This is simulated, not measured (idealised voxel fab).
The name of this process module is voxel wiring stack.
It is cross-section cut that appears here, measuring 260 nm in width, its square cells being 5 nm in size.
Format of a cross-section: grid, square cells. Given as bands. Order: top down. Band: one or more rows of cells. Look at the band entry: it leads with the top's height and the bottom's height in nm. Then it lists the materials left to right, with a width in nm for each. The word "all across" on a single material says that material fills the band edge to edge. The word "air" is empty space. For the purposes of this specification, 0 denotes the height below which the wafer in its as-received condition is composed wholly of one material, and the lowermost band, lacking a lower limit, extends downward without end, as expressed in "0 and below". You'd read "30..40" like this: the band's top row of cells is as wide as the first number, its bottom row is as wide as the second, and going down, every row changes width by the same amount as the row before did. The cross-section has no changed cell in any step marked "identical to before". If an empty space has no open way to the top and is at least 8 cells in size, "Catalogued sealed voids" lists it, written width x height at distance, where distance is measured from the left edge and every value is in nm. Heads up: the bit after the settings on a step's line is the simulator's remark on that step. overlay nm: mask offset rightward from planned place, masked step; negative means leftward offset. In what follows, pairs of cross-sections are presented, each taken before and after one process step, with the after cross-section shown only down to the lowest band that was altered; the step, together with its settings, is stated below the pair. The pairs may stem from different runs of this module on the same starting wafer; accordingly, a pair should be taken as continuing from the one above it solely where its entry headed "Geometry before processing" indicates as much.
[Geometry before processing]
	0 and below  Si all across
	Catalogued sealed voids: none
[Post-Step Cross-Section]
	10 down to 0  SiO2 all across
	below 0: unchanged
	Catalogued sealed voids: none
As a process note, the step between the before and after cross-sections shown above is CONFORMAL_DEP, material SiO2, thk nm 10
Geometry before processing: The prior state of this step coincides with the post-step cross-section of the pair just above.
[Post-Step Cross-Section]
	15 down to 10  TiN all across
	below 10: unchanged
	Catalogued sealed voids: none
As a process note, the step between the before and after cross-sections shown above is DIRECTIONAL_DEP, material TiN, thk nm 5
Geometry before processing: The prior state of this step coincides with the post-step cross-section of the pair just above.
[Post-Step Cross-Section]
	40 down to 15  W all across
	below 15: unchanged
	Catalogued sealed voids: none
As a process note, the step between the before and after cross-sections shown above is DIRECTIONAL_DEP, material W, thk nm 25
Geometry before processing: The prior state of this step coincides with the post-step cross-section of the pair just above.
[Post-Step Cross-Section]
	40 down to 15  55 air; 25 W; 15 air; 25 W; 15 air; 25 W; 15 air; 25 W; 60 air
	below 15: unchanged
	Catalogued sealed voids: none
As a process note, the step between the before and after cross-sections shown above is MASKED_ETCH, tone cover, mask id METAL_1, width nm 25, pitch nm 40, etch materials W, depth nm 25, overlay nm 0
Geometry before processing: The prior state of this step coincides with the post-step cross-section of the pair just above.
[Post-Step Cross-Section]
	40 down to 15  55 air; 25 W; 15 air; 25 W; 15 air; 25 W; 15 air; 25 W; 60 air
	15 down to 10  55 air; 25 TiN; 15 air; 25 TiN; 15 air; 25 TiN; 15 air; 25 TiN; 60 air
	below 10: unchanged
	Catalogued sealed voids: none
As a process note, the step between the before and after cross-sections shown above is MASKED_ETCH, tone cover, mask id METAL_1, width nm 25, pitch nm 40, etch materials TiN, depth nm 5, overlay nm 0
Geometry before processing: The prior state of this step coincides with the post-step cross-section of the pair just above.
[Post-Step Cross-Section]
	45 down to 40  lowk all across
	40 down to 15  55 lowk; 25 W; 15 lowk; 25 W; 15 lowk; 25 W; 15 lowk; 25 W; 60 lowk
	15 down to 10  55 lowk; 25 TiN; 15 lowk; 25 TiN; 15 lowk; 25 TiN; 15 lowk; 25 TiN; 60 lowk
	below 10: unchanged
	Catalogued sealed voids: none
As a process note, the step between the before and after cross-sections shown above is FILL_DEP, material lowk, thk nm 5
Geometry before processing: The prior state of this step coincides with the post-step cross-section of the pair just above.
[Post-Step Cross-Section]
	40 down to 15  55 lowk; 25 W; 15 lowk; 25 W; 15 lowk; 25 W; 15 lowk; 25 W; 60 lowk
	below 15: unchanged
	Catalogued sealed voids: none
As a process note, the step between the before and after cross-sections shown above is CMP, height nm 40
Geometry before processing: The prior state of this step coincides with the post-step cross-section of the pair just above.
[Post-Step Cross-Section]
	45 down to 40  SiCN all across
	below 40: unchanged
	Catalogued sealed voids: none
As a process note, the step between the before and after cross-sections shown above is CONFORMAL_DEP, material SiCN, thk nm 5
Geometry before processing: The prior state of this step coincides with the post-step cross-section of the pair just above.
[Post-Step Cross-Section]
	55 down to 45  SiO2 all across
	below 45: unchanged
	Catalogued sealed voids: none
As a process note, the step between the before and after cross-sections shown above is DIRECTIONAL_DEP, material SiO2, thk nm 10
Geometry before processing: The prior state of this step coincides with the post-step cross-section of the pair just above.
[Post-Step Cross-Section]
	70 down to 55  55 resist; 15 air; 25 resist; 15 air; 25 resist; 15 air; 25 resist; 15 air; 70 resist
	below 55: unchanged
	Catalogued sealed voids: none
As a process note, the step between the before and after cross-sections shown above is PATTERN, tone open, mask id PLUG_1, material resist, width nm 15, pitch nm 40, thk nm 15, overlay nm 0
Geometry before processing: The prior state of this step coincides with the post-step cross-section of the pair just above.
[Post-Step Cross-Section]
	70 down to 55  55 resist; 15 air; 25 resist; 15 air; 25 resist; 15 air; 25 resist; 15 air; 70 resist
	55 down to 45  55 SiO2; 15 air; 25 SiO2; 15 air; 25 SiO2; 15 air; 25 SiO2; 15 air; 70 SiO2
	below 45: unchanged
	Catalogued sealed voids: none
As a process note, the step between the before and after cross-sections shown above is DIRECTIONAL_ETCH, etch materials SiO2, depth nm 10
Geometry before processing: The prior state of this step coincides with the post-step cross-section of the pair just above.
[Post-Step Cross-Section]
	70 down to 55  55 resist; 15 air; 25 resist; 15 air; 25 resist; 15 air; 25 resist; 15 air; 70 resist
	55 down to 45  55 SiO2; 15 air; 25 SiO2; 15 air; 25 SiO2; 15 air; 25 SiO2; 15 air; 70 SiO2
	45 down to 40  55 SiCN; 15 air; 25 SiCN; 15 air; 25 SiCN; 15 air; 25 SiCN; 15 air; 70 SiCN
	below 40: unchanged
	Catalogued sealed voids: none
As a process note, the step between the before and after cross-sections shown above is DIRECTIONAL_ETCH, etch materials SiCN, depth nm 5
Geometry before processing: The prior state of this step coincides with the post-step cross-section of the pair just above.
[Post-Step Cross-Section]
	55 down to 45  55 SiO2; 15 air; 25 SiO2; 15 air; 25 SiO2; 15 air; 25 SiO2; 15 air; 70 SiO2
	below 45: unchanged
	Catalogued sealed voids: none
As a process note, the step between the before and after cross-sections shown above is STRIP, etch materials resist
Geometry before processing: The prior state of this step coincides with the post-step cross-section of the pair just above.
[Post-Step Cross-Section]
	60 down to 55  60 TiN; 5 air; 35 TiN; 5 air; 35 TiN; 5 air; 35 TiN; 5 air; 75 TiN
	55 down to 45  55 SiO2; 5 TiN; 5 air; 5 TiN; 25 SiO2; 5 TiN; 5 air; 5 TiN; 25 SiO2; 5 TiN; 5 air; 5 TiN; 25 SiO2; 5 TiN; 5 air; 5 TiN; 70 SiO2
	45 down to 40  55 SiCN; 15 TiN; 25 SiCN; 15 TiN; 25 SiCN; 15 TiN; 25 SiCN; 15 TiN; 70 SiCN
	below 40: unchanged
	Catalogued sealed voids: none
As a process note, the step between the before and after cross-sections shown above is CONFORMAL_DEP, material TiN, thk nm 5
Geometry before processing: The prior state of this step coincides with the post-step cross-section of the pair just above.
[Post-Step Cross-Section]
	70 down to 60  Ru all across
	60 down to 55  60 TiN; 5 Ru; 35 TiN; 5 Ru; 35 TiN; 5 Ru; 35 TiN; 5 Ru; 75 TiN
	55 down to 45  55 SiO2; 5 TiN; 5 Ru; 5 TiN; 25 SiO2; 5 TiN; 5 Ru; 5 TiN; 25 SiO2; 5 TiN; 5 Ru; 5 TiN; 25 SiO2; 5 TiN; 5 Ru; 5 TiN; 70 SiO2
	below 45: unchanged
	Catalogued sealed voids: none
As a process note, the step between the before and after cross-sections shown above is FILL_DEP, material Ru, thk nm 10
Geometry before processing: The prior state of this step coincides with the post-step cross-section of the pair just above.
[Post-Step Cross-Section]
	55 down to 45  55 SiO2; 5 TiN; 5 Ru; 5 TiN; 25 SiO2; 5 TiN; 5 Ru; 5 TiN; 25 SiO2; 5 TiN; 5 Ru; 5 TiN; 25 SiO2; 5 TiN; 5 Ru; 5 TiN; 70 SiO2
	below 45: unchanged
	Catalogued sealed voids: none
As a process note, the step between the before and after cross-sections shown above is CMP, height nm 55
Geometry before processing: The prior state of this step coincides with the post-step cross-section of the pair just above.
[Post-Step Cross-Section]
	60 down to 55  TiN all across
	below 55: unchanged
	Catalogued sealed voids: none
As a process note, the step between the before and after cross-sections shown above is DIRECTIONAL_DEP, material TiN, thk nm 5
Geometry before processing: The prior state of this step coincides with the post-step cross-section of the pair just above.
[Post-Step Cross-Section]
	85 down to 60  Ru all across
	below 60: unchanged
	Catalogued sealed voids: none
As a process note, the step between the before and after cross-sections shown above is DIRECTIONAL_DEP, material Ru, thk nm 25
Geometry before processing: The prior state of this step coincides with the post-step cross-section of the pair just above.
[Post-Step Cross-Section]
	100 down to 85  aC all across
	below 85: unchanged
	Catalogued sealed voids: none
As a process note, the step between the before and after cross-sections shown above is DIRECTIONAL_DEP, material aC, thk nm 15
Geometry before processing: The prior state of this step coincides with the post-step cross-section of the pair just above.
[Post-Step Cross-Section]
	135 down to 100  55 air; 25 resist; 15 air; 25 resist; 15 air; 25 resist; 15 air; 25 resist; 60 air
	below 100: unchanged
	Catalogued sealed voids: none
As a process note, the step between the before and after cross-sections shown above is PATTERN, tone cover, mask id METAL_2, material resist, width nm 25, pitch nm 40, thk nm 35, overlay nm 0
Geometry before processing: The prior state of this step coincides with the post-step cross-section of the pair just above.
[Post-Step Cross-Section]
	120 down to 100  55 air; 25 resist; 15 air; 25 resist; 15 air; 25 resist; 15 air; 25 resist; 60 air
	100 down to 85  55 air; 25 aC; 15 air; 25 aC; 15 air; 25 aC; 15 air; 25 aC; 60 air
	below 85: unchanged
	Catalogued sealed voids: none
As a process note, the step between the before and after cross-sections shown above is DIRECTIONAL_ETCH, etch materials aC, depth nm 15
Geometry before processing: The prior state of this step coincides with the post-step cross-section of the pair just above.
[Post-Step Cross-Section]
	100 down to 85  55 air; 25 aC; 15 air; 25 aC; 15 air; 25 aC; 15 air; 25 aC; 60 air
	below 85: unchanged
	Catalogued sealed voids: none
As a process note, the step between the before and after cross-sections shown above is STRIP, etch materials resist
Geometry before processing: The prior state of this step coincides with the post-step cross-section of the pair just above.
[Post-Step Cross-Section]
	100 down to 85  55 air; 25 aC; 15 air; 25 aC; 15 air; 25 aC; 15 air; 25 aC; 60 air
	85 down to 60  55 air; 25 Ru; 15 air; 25 Ru; 15 air; 25 Ru; 15 air; 25 Ru; 60 air
	below 60: unchanged
	Catalogued sealed voids: none
As a process note, the step between the before and after cross-sections shown above is DIRECTIONAL_ETCH, etch materials Ru, depth nm 25
Geometry before processing: The prior state of this step coincides with the post-step cross-section of the pair just above.
[Post-Step Cross-Section]
	100 down to 85  55 air; 25 aC; 15 air; 25 aC; 15 air; 25 aC; 15 air; 25 aC; 60 air
	85 down to 60  55 air; 25 Ru; 15 air; 25 Ru; 15 air; 25 Ru; 15 air; 25 Ru; 60 air
	60 down to 55  55 air; 25 TiN; 15 air; 25 TiN; 15 air; 25 TiN; 15 air; 25 TiN; 60 air
	below 55: unchanged
	Catalogued sealed voids: none
As a process note, the step between the before and after cross-sections shown above is DIRECTIONAL_ETCH, etch materials TiN, depth nm 5
Geometry before processing: The prior state of this step coincides with the post-step cross-section of the pair just above.
[Post-Step Cross-Section]
	85 down to 60  55 air; 25 Ru; 15 air; 25 Ru; 15 air; 25 Ru; 15 air; 25 Ru; 60 air
	below 60: unchanged
	Catalogued sealed voids: none
As a process note, the step between the before and after cross-sections shown above is STRIP, etch materials aC
Geometry before processing: The prior state of this step coincides with the post-step cross-section of the pair just above.
[Post-Step Cross-Section]
	90 down to 85  50 air; 35 SiCN; 5 air; 35 SiCN; 5 air; 35 SiCN; 5 air; 35 SiCN; 55 air
	85 down to 60  50 air; 5 SiCN; 25 Ru; 5 SiCN; 5 air; 5 SiCN; 25 Ru; 5 SiCN; 5 air; 5 SiCN; 25 Ru; 5 SiCN; 5 air; 5 SiCN; 25 Ru; 5 SiCN; 55 air
	60 down to 55  55 SiCN; 25 TiN; 15 SiCN; 25 TiN; 15 SiCN; 25 TiN; 15 SiCN; 25 TiN; 60 SiCN
	below 55: unchanged
	Catalogued sealed voids: none
As a process note, the step between the before and after cross-sections shown above is CONFORMAL_DEP, material SiCN, thk nm 5
Geometry before processing: The prior state of this step coincides with the post-step cross-section of the pair just above.
[Post-Step Cross-Section]
	95 down to 90  SiO2 all across
	90 down to 85  50 SiO2; 35 SiCN; 5 SiO2; 35 SiCN; 5 SiO2; 35 SiCN; 5 SiO2; 35 SiCN; 55 SiO2
	85 down to 60  50 SiO2; 5 SiCN; 25 Ru; 5 SiCN; 5 SiO2; 5 SiCN; 25 Ru; 5 SiCN; 5 SiO2; 5 SiCN; 25 Ru; 5 SiCN; 5 SiO2; 5 SiCN; 25 Ru; 5 SiCN; 55 SiO2
	below 60: unchanged
	Catalogued sealed voids: none
As a process note, the step between the before and after cross-sections shown above is FILL_DEP, material SiO2, thk nm 5
Geometry before processing: The prior state of this step coincides with the post-step cross-section of the pair just above.
[Post-Step Cross-Section]
	85 down to 60  50 SiO2; 5 SiCN; 25 Ru; 5 SiCN; 5 SiO2; 5 SiCN; 25 Ru; 5 SiCN; 5 SiO2; 5 SiCN; 25 Ru; 5 SiCN; 5 SiO2; 5 SiCN; 25 Ru; 5 SiCN; 55 SiO2
	below 60: unchanged
	Catalogued sealed voids: none
As a process note, the step between the before and after cross-sections shown above is CMP, height nm 85
Geometry before processing: The prior state of this step coincides with the post-step cross-section of the pair just above.
[Post-Step Cross-Section]
	90 down to 85  SiCN all across
	below 85: unchanged
	Catalogued sealed voids: none
As a process note, the step between the before and after cross-sections shown above is CONFORMAL_DEP, material SiCN, thk nm 5
Geometry before processing: The prior state of this step coincides with the post-step cross-section of the pair just above.
[Post-Step Cross-Section]
	110 down to 90  lowk all across
	below 90: unchanged
	Catalogued sealed voids: none
As a process note, the step between the before and after cross-sections shown above is DIRECTIONAL_DEP, material lowk, thk nm 20
Geometry before processing: The prior state of this step coincides with the post-step cross-section of the pair just above.
[Post-Step Cross-Section]
	130 down to 110  55 resist; 15 air; 65 resist; 15 air; 110 resist
	below 110: unchanged
	Catalogued sealed voids: none
As a process note, the step between the before and after cross-sections shown above is PATTERN, tone open, mask id PLUG_2, material resist, width nm 15, pitch nm 80, thk nm 20, overlay nm 0
Geometry before processing: The prior state of this step coincides with the post-step cross-section of the pair just above.
[Post-Step Cross-Section]
	130 down to 110  55 resist; 15 air; 65 resist; 15 air; 110 resist
	110 down to 90  55 lowk; 15 air; 65 lowk; 15 air; 110 lowk
	below 90: unchanged
	Catalogued sealed voids: none
As a process note, the step between the before and after cross-sections shown above is DIRECTIONAL_ETCH, etch materials lowk, depth nm 20
Geometry before processing: The prior state of this step coincides with the post-step cross-section of the pair just above.
[Post-Step Cross-Section]
	130 down to 110  55 resist; 15 air; 65 resist; 15 air; 110 resist
	110 down to 90  55 lowk; 15 air; 65 lowk; 15 air; 110 lowk
	90 down to 85  55 SiCN; 15 air; 65 SiCN; 15 air; 110 SiCN
	below 85: unchanged
	Catalogued sealed voids: none
As a process note, the step between the before and after cross-sections shown above is DIRECTIONAL_ETCH, etch materials SiCN, depth nm 5
Geometry before processing: The prior state of this step coincides with the post-step cross-section of the pair just above.
[Post-Step Cross-Section]
	110 down to 90  55 lowk; 15 air; 65 lowk; 15 air; 110 lowk
	below 90: unchanged
	Catalogued sealed voids: none
As a process note, the step between the before and after cross-sections shown above is STRIP, etch materials resist
Geometry before processing: The prior state of this step coincides with the post-step cross-section of the pair just above.
[Post-Step Cross-Section]
	115 down to 110  60 TiN; 5 air; 75 TiN; 5 air; 115 TiN
	110 down to 90  55 lowk; 5 TiN; 5 air; 5 TiN; 65 lowk; 5 TiN; 5 air; 5 TiN; 110 lowk
	90 down to 85  55 SiCN; 15 TiN; 65 SiCN; 15 TiN; 110 SiCN
	below 85: unchanged
	Catalogued sealed voids: none
As a process note, the step between the before and after cross-sections shown above is CONFORMAL_DEP, material TiN, thk nm 5
Geometry before processing: The prior state of this step coincides with the post-step cross-section of the pair just above.
[Post-Step Cross-Section]
	120 down to 115  Ru all across
	115 down to 110  60 TiN; 5 Ru; 75 TiN; 5 Ru; 115 TiN
	110 down to 90  55 lowk; 5 TiN; 5 Ru; 5 TiN; 65 lowk; 5 TiN; 5 Ru; 5 TiN; 110 lowk
	below 90: unchanged
	Catalogued sealed voids: none
As a process note, the step between the before and after cross-sections shown above is FILL_DEP, material Ru, thk nm 5
Geometry before processing: The prior state of this step coincides with the post-step cross-section of the pair just above.
[Post-Step Cross-Section]
	110 down to 90  55 lowk; 5 TiN; 5 Ru; 5 TiN; 65 lowk; 5 TiN; 5 Ru; 5 TiN; 110 lowk
	below 90: unchanged
	Catalogued sealed voids: none
As a process note, the step between the before and after cross-sections shown above is CMP, height nm 110
Geometry before processing: The prior state of this step coincides with the post-step cross-section of the pair just above.
[Post-Step Cross-Section]
	115 down to 110  SiN all across
	below 110: unchanged
	Catalogued sealed voids: none
As a process note, the step between the before and after cross-sections shown above is CONFORMAL_DEP, material SiN, thk nm 5
Geometry before processing: The prior state of this step coincides with the post-step cross-section of the pair just above.
[Post-Step Cross-Section]
	130 down to 115  SiO2 all across
	below 115: unchanged
	Catalogued sealed voids: none
As a process note, the step between the before and after cross-sections shown above is DIRECTIONAL_DEP, material SiO2, thk nm 15
Geometry before processing: The prior state of this step coincides with the post-step cross-section of the pair just above.
[Post-Step Cross-Section]
	130 down to 115  55 SiO2; 25 air; 15 SiO2; 25 air; 15 SiO2; 25 air; 15 SiO2; 25 air; 60 SiO2
	below 115: unchanged
	Catalogued sealed voids: none
As a process note, the step between the before and after cross-sections shown above is MASKED_ETCH, tone open, mask id METAL_3, width nm 25, pitch nm 40, etch materials SiO2, depth nm 15, overlay nm 0
Geometry before processing: The prior state of this step coincides with the post-step cross-section of the pair just above.
[Post-Step Cross-Section]
	130 down to 115  55 SiO2; 25 air; 15 SiO2; 25 air; 15 SiO2; 25 air; 15 SiO2; 25 air; 60 SiO2
	115 down to 110  55 SiN; 25 air; 15 SiN; 25 air; 15 SiN; 25 air; 15 SiN; 25 air; 60 SiN
	below 110: unchanged
	Catalogued sealed voids: none
As a process note, the step between the before and after cross-sections shown above is MASKED_ETCH, tone open, mask id METAL_3, width nm 25, pitch nm 40, etch materials SiN, depth nm 5, overlay nm 0
Geometry before processing: The prior state of this step coincides with the post-step cross-section of the pair just above.
[Post-Step Cross-Section]
	135 down to 130  60 TiN; 15 air; 25 TiN; 15 air; 25 TiN; 15 air; 25 TiN; 15 air; 65 TiN
	130 down to 115  55 SiO2; 5 TiN; 15 air; 5 TiN; 15 SiO2; 5 TiN; 15 air; 5 TiN; 15 SiO2; 5 TiN; 15 air; 5 TiN; 15 SiO2; 5 TiN; 15 air; 5 TiN; 60 SiO2
	115 down to 110  55 SiN; 25 TiN; 15 SiN; 25 TiN; 15 SiN; 25 TiN; 15 SiN; 25 TiN; 60 SiN
	below 110: unchanged
	Catalogued sealed voids: none
As a process note, the step between the before and after cross-sections shown above is CONFORMAL_DEP, material TiN, thk nm 5
Geometry before processing: The prior state of this step coincides with the post-step cross-section of the pair just above.
[Post-Step Cross-Section]
	140 down to 135  Cu all across
	135 down to 130  60 TiN; 15 Cu; 25 TiN; 15 Cu; 25 TiN; 15 Cu; 25 TiN; 15 Cu; 65 TiN
	130 down to 115  55 SiO2; 5 TiN; 15 Cu; 5 TiN; 15 SiO2; 5 TiN; 15 Cu; 5 TiN; 15 SiO2; 5 TiN; 15 Cu; 5 TiN; 15 SiO2; 5 TiN; 15 Cu; 5 TiN; 60 SiO2
	below 115: unchanged
	Catalogued sealed voids: none
As a process note, the step between the before and after cross-sections shown above is FILL_DEP, material Cu, thk nm 5
Geometry before processing: The prior state of this step coincides with the post-step cross-section of the pair just above.
[Post-Step Cross-Section]
	130 down to 115  55 SiO2; 5 TiN; 15 Cu; 5 TiN; 15 SiO2; 5 TiN; 15 Cu; 5 TiN; 15 SiO2; 5 TiN; 15 Cu; 5 TiN; 15 SiO2; 5 TiN; 15 Cu; 5 TiN; 60 SiO2
	below 115: unchanged
	Catalogued sealed voids: none
As a process note, the step between the before and after cross-sections shown above is CMP, height nm 130
Geometry before processing: The prior state of this step coincides with the post-step cross-section of the pair just above.
[Post-Step Cross-Section]
	135 down to 130  SiCN all across
	below 130: unchanged
	Catalogued sealed voids: none
As a process note, the step between the before and after cross-sections shown above is CONFORMAL_DEP, material SiCN, thk nm 5
[Geometry before processing]
	70 down to 60  Ru all across
	60 down to 55  60 TiN; 5 Ru; 35 TiN; 5 Ru; 35 TiN; 5 Ru; 35 TiN; 5 Ru; 75 TiN
	55 down to 45  55 SiO2; 5 TiN; 5 Ru; 5 TiN; 25 SiO2; 5 TiN; 5 Ru; 5 TiN; 25 SiO2; 5 TiN; 5 Ru; 5 TiN; 25 SiO2; 5 TiN; 5 Ru; 5 TiN; 70 SiO2
	45 down to 40  55 SiCN; 15 TiN; 25 SiCN; 15 TiN; 25 SiCN; 15 TiN; 25 SiCN; 15 TiN; 70 SiCN
	40 down to 15  55 lowk; 25 W; 15 lowk; 25 W; 15 lowk; 25 W; 15 lowk; 25 W; 60 lowk
	15 down to 10  55 lowk; 25 TiN; 15 lowk; 25 TiN; 15 lowk; 25 TiN; 15 lowk; 25 TiN; 60 lowk
	10 down to 0  SiO2 all across
	0 and below  Si all across
	Catalogued sealed voids: none
[Post-Step Cross-Section]
	75 down to 70  TiN all across
	below 70: unchanged
	Catalogued sealed voids: none
As a process note, the step between the before and after cross-sections shown above is DIRECTIONAL_DEP, material TiN, thk nm 5
Geometry before processing: The prior state of this step coincides with the post-step cross-section of the pair just above.
[Post-Step Cross-Section]
	100 down to 75  Ru all across
	below 75: unchanged
	Catalogued sealed voids: none
As a process note, the step between the before and after cross-sections shown above is DIRECTIONAL_DEP, material Ru, thk nm 25
Geometry before processing: The prior state of this step coincides with the post-step cross-section of the pair just above.
[Post-Step Cross-Section]
	115 down to 100  aC all across
	below 100: unchanged
	Catalogued sealed voids: none
As a process note, the step between the before and after cross-sections shown above is DIRECTIONAL_DEP, material aC, thk nm 15
Geometry before processing: The prior state of this step coincides with the post-step cross-section of the pair just above.
[Post-Step Cross-Section]
	150 down to 115  55 air; 25 resist; 15 air; 25 resist; 15 air; 25 resist; 15 air; 25 resist; 60 air
	below 115: unchanged
	Catalogued sealed voids: none
As a process note, the step between the before and after cross-sections shown above is PATTERN, tone cover, mask id METAL_2, material resist, width nm 25, pitch nm 40, thk nm 35, overlay nm 0
Geometry before processing: The prior state of this step coincides with the post-step cross-section of the pair just above.
[Post-Step Cross-Section]
	135 down to 115  55 air; 25 resist; 15 air; 25 resist; 15 air; 25 resist; 15 air; 25 resist; 60 air
	115 down to 100  55 air; 25 aC; 15 air; 25 aC; 15 air; 25 aC; 15 air; 25 aC; 60 air
	below 100: unchanged
	Catalogued sealed voids: none
As a process note, the step between the before and after cross-sections shown above is DIRECTIONAL_ETCH, etch materials aC, depth nm 15
Geometry before processing: The prior state of this step coincides with the post-step cross-section of the pair just above.
[Post-Step Cross-Section]
	115 down to 100  55 air; 25 aC; 15 air; 25 aC; 15 air; 25 aC; 15 air; 25 aC; 60 air
	below 100: unchanged
	Catalogued sealed voids: none
As a process note, the step between the before and after cross-sections shown above is STRIP, etch materials resist
Geometry before processing: The prior state of this step coincides with the post-step cross-section of the pair just above.
[Post-Step Cross-Section]
	115 down to 100  55 air; 25 aC; 15 air; 25 aC; 15 air; 25 aC; 15 air; 25 aC; 60 air
	100 down to 75  55 air; 25 Ru; 15 air; 25 Ru; 15 air; 25 Ru; 15 air; 25 Ru; 60 air
	below 75: unchanged
	Catalogued sealed voids: none
As a process note, the step between the before and after cross-sections shown above is DIRECTIONAL_ETCH, etch materials Ru, depth nm 25
Geometry before processing: The prior state of this step coincides with the post-step cross-section of the pair just above.
[Post-Step Cross-Section]
	115 down to 100  55 air; 25 aC; 15 air; 25 aC; 15 air; 25 aC; 15 air; 25 aC; 60 air
	100 down to 75  55 air; 25 Ru; 15 air; 25 Ru; 15 air; 25 Ru; 15 air; 25 Ru; 60 air
	75 down to 70  55 air; 25 TiN; 15 air; 25 TiN; 15 air; 25 TiN; 15 air; 25 TiN; 60 air
	below 70: unchanged
	Catalogued sealed voids: none
As a process note, the step between the before and after cross-sections shown above is DIRECTIONAL_ETCH, etch materials TiN, depth nm 5
Geometry before processing: The prior state of this step coincides with the post-step cross-section of the pair just above.
[Post-Step Cross-Section]
	100 down to 75  55 air; 25 Ru; 15 air; 25 Ru; 15 air; 25 Ru; 15 air; 25 Ru; 60 air
	below 75: unchanged
	Catalogued sealed voids: none
As a process note, the step between the before and after cross-sections shown above is STRIP, etch materials aC
Geometry before processing: The prior state of this step coincides with the post-step cross-section of the pair just above.
[Post-Step Cross-Section]
	105 down to 100  50 air; 35 SiCN; 5 air; 35 SiCN; 5 air; 35 SiCN; 5 air; 35 SiCN; 55 air
	100 down to 75  50 air; 5 SiCN; 25 Ru; 5 SiCN; 5 air; 5 SiCN; 25 Ru; 5 SiCN; 5 air; 5 SiCN; 25 Ru; 5 SiCN; 5 air; 5 SiCN; 25 Ru; 5 SiCN; 55 air
	75 down to 70  55 SiCN; 25 TiN; 15 SiCN; 25 TiN; 15 SiCN; 25 TiN; 15 SiCN; 25 TiN; 60 SiCN
	below 70: unchanged
	Catalogued sealed voids: none
As a process note, the step between the before and after cross-sections shown above is CONFORMAL_DEP, material SiCN, thk nm 5
Geometry before processing: The prior state of this step coincides with the post-step cross-section of the pair just above.
[Post-Step Cross-Section]
	110 down to 105  SiO2 all across
	105 down to 100  50 SiO2; 35 SiCN; 5 SiO2; 35 SiCN; 5 SiO2; 35 SiCN; 5 SiO2; 35 SiCN; 55 SiO2
	100 down to 75  50 SiO2; 5 SiCN; 25 Ru; 5 SiCN; 5 SiO2; 5 SiCN; 25 Ru; 5 SiCN; 5 SiO2; 5 SiCN; 25 Ru; 5 SiCN; 5 SiO2; 5 SiCN; 25 Ru; 5 SiCN; 55 SiO2
	below 75: unchanged
	Catalogued sealed voids: none
As a process note, the step between the before and after cross-sections shown above is FILL_DEP, material SiO2, thk nm 5
Geometry before processing: The prior state of this step coincides with the post-step cross-section of the pair just above.
[Post-Step Cross-Section]
	85 down to 75  50 SiO2; 5 SiCN; 25 Ru; 5 SiCN; 5 SiO2; 5 SiCN; 25 Ru; 5 SiCN; 5 SiO2; 5 SiCN; 25 Ru; 5 SiCN; 5 SiO2; 5 SiCN; 25 Ru; 5 SiCN; 55 SiO2
	below 75: unchanged
	Catalogued sealed voids: none
As a process note, the step between the before and after cross-sections shown above is CMP, height nm 85
Geometry before processing: The prior state of this step coincides with the post-step cross-section of the pair just above.
[Post-Step Cross-Section]
	90 down to 85  SiCN all across
	below 85: unchanged
	Catalogued sealed voids: none
As a process note, the step between the before and after cross-sections shown above is CONFORMAL_DEP, material SiCN, thk nm 5
Geometry before processing: The prior state of this step coincides with the post-step cross-section of the pair just above.
[Post-Step Cross-Section]
	110 down to 90  lowk all across
	below 90: unchanged
	Catalogued sealed voids: none
As a process note, the step between the before and after cross-sections shown above is DIRECTIONAL_DEP, material lowk, thk nm 20
Geometry before processing: The prior state of this step coincides with the post-step cross-section of the pair just above.
[Post-Step Cross-Section]
	130 down to 110  55 resist; 15 air; 65 resist; 15 air; 110 resist
	below 110: unchanged
	Catalogued sealed voids: none
As a process note, the step between the before and after cross-sections shown above is PATTERN, tone open, mask id PLUG_2, material resist, width nm 15, pitch nm 80, thk nm 20, overlay nm 0
Geometry before processing: The prior state of this step coincides with the post-step cross-section of the pair just above.
[Post-Step Cross-Section]
	130 down to 110  55 resist; 15 air; 65 resist; 15 air; 110 resist
	110 down to 90  55 lowk; 15 air; 65 lowk; 15 air; 110 lowk
	below 90: unchanged
	Catalogued sealed voids: none
As a process note, the step between the before and after cross-sections shown above is DIRECTIONAL_ETCH, etch materials lowk, depth nm 20
Geometry before processing: The prior state of this step coincides with the post-step cross-section of the pair just above.
[Post-Step Cross-Section]
	130 down to 110  55 resist; 15 air; 65 resist; 15 air; 110 resist
	110 down to 90  55 lowk; 15 air; 65 lowk; 15 air; 110 lowk
	90 down to 85  55 SiCN; 15 air; 65 SiCN; 15 air; 110 SiCN
	below 85: unchanged
	Catalogued sealed voids: none
As a process note, the step between the before and after cross-sections shown above is DIRECTIONAL_ETCH, etch materials SiCN, depth nm 5
Geometry before processing: The prior state of this step coincides with the post-step cross-section of the pair just above.
[Post-Step Cross-Section]
	110 down to 90  55 lowk; 15 air; 65 lowk; 15 air; 110 lowk
	below 90: unchanged
	Catalogued sealed voids: none
As a process note, the step between the before and after cross-sections shown above is STRIP, etch materials resist
Geometry before processing: The prior state of this step coincides with the post-step cross-section of the pair just above.
[Post-Step Cross-Section]
	115 down to 110  60 TiN; 5 air; 75 TiN; 5 air; 115 TiN
	110 down to 90  55 lowk; 5 TiN; 5 air; 5 TiN; 65 lowk; 5 TiN; 5 air; 5 TiN; 110 lowk
	90 down to 85  55 SiCN; 15 TiN; 65 SiCN; 15 TiN; 110 SiCN
	below 85: unchanged
	Catalogued sealed voids: none
As a process note, the step between the before and after cross-sections shown above is CONFORMAL_DEP, material TiN, thk nm 5
Geometry before processing: The prior state of this step coincides with the post-step cross-section of the pair just above.
[Post-Step Cross-Section]
	120 down to 115  Ru all across
	115 down to 110  60 TiN; 5 Ru; 75 TiN; 5 Ru; 115 TiN
	110 down to 90  55 lowk; 5 TiN; 5 Ru; 5 TiN; 65 lowk; 5 TiN; 5 Ru; 5 TiN; 110 lowk
	below 90: unchanged
	Catalogued sealed voids: none
As a process note, the step between the before and after cross-sections shown above is FILL_DEP, material Ru, thk nm 5
Geometry before processing: The prior state of this step coincides with the post-step cross-section of the pair just above.
[Post-Step Cross-Section]
	110 down to 90  55 lowk; 5 TiN; 5 Ru; 5 TiN; 65 lowk; 5 TiN; 5 Ru; 5 TiN; 110 lowk
	below 90: unchanged
	Catalogued sealed voids: none
As a process note, the step between the before and after cross-sections shown above is CMP, height nm 110
Geometry before processing: The prior state of this step coincides with the post-step cross-section of the pair just above.
[Post-Step Cross-Section]
	115 down to 110  SiN all across
	below 110: unchanged
	Catalogued sealed voids: none
As a process note, the step between the before and after cross-sections shown above is CONFORMAL_DEP, material SiN, thk nm 5
